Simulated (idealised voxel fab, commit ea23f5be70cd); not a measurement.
voxel wiring stack: a process module
It is cross-section cut that appears here, measuring 165 nm in width, its square cells being 5 nm in size.
When this document writes out a cross-section, it uses a grid of square cells and lists it as bands, beginning at the top and moving down, with a band standing for one or more rows of cells. It is stipulated that each band's entry specify, in nanometres, the height of the top of the band and then that of its bottom, followed by the materials of the band in left-to-right sequence, each together with its width in nanometres. A single material marked by the word "edge to edge" is understood to fill the band from edge to edge; the word "blank" is understood to denote empty space. Below 0: as-received wafer, all one material; heights counted from there. Lowest band: no bottom, goes on down, written "0 -> down". Note: "30->40" means the width goes from the first number (top row of the band) to the second number (bottom row) in equal steps per row of cells. The cross-section has no changed cell in any step marked "nothing got changed". "Closed empty spaces" lists enclosed empty spaces (at least 8 cells, no open path upward to the top), each as width x height at distance from the left edge, in nm. It should be noted that, on the line of a given step, the content following the step's settings is a remark produced by the simulator itself with respect to that step. overlay nm: for a step with a mask, the amount by which the mask lay right of where it was planned; a negative amount means left of it.

[Steps planned for the process]
| 1 | RECEIVE [material Si] |
| 2 | CONFORMAL_DEP [material SiO2] [thk nm 10] |
| 3 | CONFORMAL_DEP [material SiCN] [thk nm 5] |
| 4 | DIRECTIONAL_DEP [material lowk] [thk nm 25] |
| 5 | PATTERN [tone open] [mask id METAL_1] [material resist] [width nm 20] [pitch nm 45] [thk nm 20] [overlay nm 0] |
| 6 | DIRECTIONAL_ETCH [etch materials lowk] [depth nm 25] |
| 7 | DIRECTIONAL_ETCH [etch materials SiCN] [depth nm 5] |
| 8 | STRIP [etch materials resist] |
| 9 | CONFORMAL_DEP [material TiN] [thk nm 5] |
| 10 | FILL_DEP [material Ru] [thk nm 5] |
| 11 | CMP [height nm 40] |
| 12 | EPI [material Ru] [thk nm 5] |
| 13 | FILL_DEP [material SiCN] [thk nm 5] |
| 14 | DIRECTIONAL_DEP [material SiO2] [thk nm 35] |
| 15 | MASKED_ETCH [tone open] [mask id METAL_2_HOLES] [width nm 15] [pitch nm 45] [etch materials SiO2] [depth nm 35] [overlay nm 0] |
| 16 | MASKED_ETCH [tone open] [mask id METAL_2] [width nm 20] [pitch nm 45] [etch materials SiO2] [depth nm 20] [overlay nm 0] |
| 17 | MASKED_ETCH [tone open] [mask id METAL_2] [width nm 20] [pitch nm 45] [etch materials SiCN] [depth nm 5] [overlay nm 0] |
| 18 | CONFORMAL_DEP [material TiN] [thk nm 5] |
| 19 | FILL_DEP [material Cu] [thk nm 10] |
| 20 | CMP [height nm 85] |
| 21 | CONFORMAL_DEP [material SiN] [thk nm 5] |

[Cross-section of the wafer as it came to us, i.e., already through step 1]
0 -> down = Si edge to edge
Closed empty spaces: none

[Figure: cross-sectional view of the wafer upon completion of the module, processed from the initial state and according to the plan depicted above, with one error introduced during execution]
90 -> 85 = SiN edge to edge
85 -> 70 = 50 SiO2 / 5 TiN / 5 Cu / 5 TiN / 30 SiO2 / 5 TiN / 5 Cu / 5 TiN / 55 SiO2
70 -> 65 = 50 SiO2 / 15 TiN / 30 SiO2 / 15 TiN / 55 SiO2
65 -> 50 = SiO2 edge to edge
50 -> 45 = SiCN edge to edge
45 -> 40 = 45 SiCN / 30 Ru / 15 SiCN / 30 Ru / 45 SiCN
40 -> 15 = 50 lowk / 5 TiN / 10 Ru / 5 TiN / 25 lowk / 5 TiN / 10 Ru / 5 TiN / 50 lowk
15 -> 10 = 50 SiCN / 20 TiN / 25 SiCN / 20 TiN / 50 SiCN
10 -> 0 = SiO2 edge to edge
0 -> down = Si edge to edge
Closed empty spaces: none
The plan and the run diverged here: twice, step 14 of the plan was run
